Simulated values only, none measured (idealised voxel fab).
process module | voxel lift off
cross-section cut | 295 nm wide | cells 5 nm
A cross-section is a grid of square cells, given in bands from the top down. A band is one or more rows of cells.
Each band's line starts with the height of the band's top and of its bottom, in nm. Then come its materials from left to right, each with its width in nm. One material with "throughout" fills the band from edge to edge. "air" is empty space.
Height 0 is the level under which the wafer as received is all one material. The lowest band goes on downwards, as in "0 down".
A width such as "30 to 40" changes by the same amount from each row of cells to the next, from the band's top row to its bottom row.
"no change" after a step means that no cell of the cross-section changed.
closed voids: empty space of 8 cells or more with no open way to the top, each as width x height at its distance from the left edge, in nm
after a step's settings: what the simulator itself notes on the step
overlay nm, on a step with a mask: how far to the right of its planned place the mask lay; to the left if negative
plan
1 op RECEIVE | material Si
2 op CONFORMAL_DEP | material Al2O3 | thk nm 5
3 op PATTERN | tone open | mask id LINES | material resist | width nm 30 | pitch nm 50 | thk nm 30 | overlay nm 0
4 op DIRECTIONAL_DEP | material Ru | thk nm 15
5 op STRIP | etch materials resist
6 op CONFORMAL_DEP | material SiCN | thk nm 5
varied across the wafers: thk nm of step 6. The plan shows the first wafer's value. All wafers start alike
first wafer as received, after step 1
  0 down: Si throughout
  closed voids: none
first wafer at the end, after step 6
  25 to 20: air 100 | SiCN 40 | air 10 | SiCN 40 | air 105
  20 to 10: air 100 | SiCN 5 | Ru 30 | SiCN 5 | air 10 | SiCN 5 | Ru 30 | SiCN 5 | air 105
  10 to 5: SiCN 105 | Ru 30 | SiCN 20 | Ru 30 | SiCN 110
  5 to 0: Al2O3 throughout
  0 down: Si throughout
  closed voids: none
last wafer at the end
  40 to 25: air 85 | SiCN 120 | air 90
  25 to 20: SiCN throughout
  20 to 5: SiCN 105 | Ru 30 | SiCN 20 | Ru 30 | SiCN 110
  5 to 0: Al2O3 throughout
  0 down: Si throughout
  closed voids: none
each wafer at the end: cells of each material gained (+) or lost (-) since it was received, then its closed voids
thk nm 5 | +59 Al2O3 | +36 Ru | +71 SiCN | closed voids: none
thk nm 10 | +59 Al2O3 | +36 Ru | +142 SiCN | closed voids: none
thk nm 15 | +59 Al2O3 | +36 Ru | +207 SiCN | closed voids: none
thk nm 20 | +59 Al2O3 | +36 Ru | +272 SiCN | closed voids: none
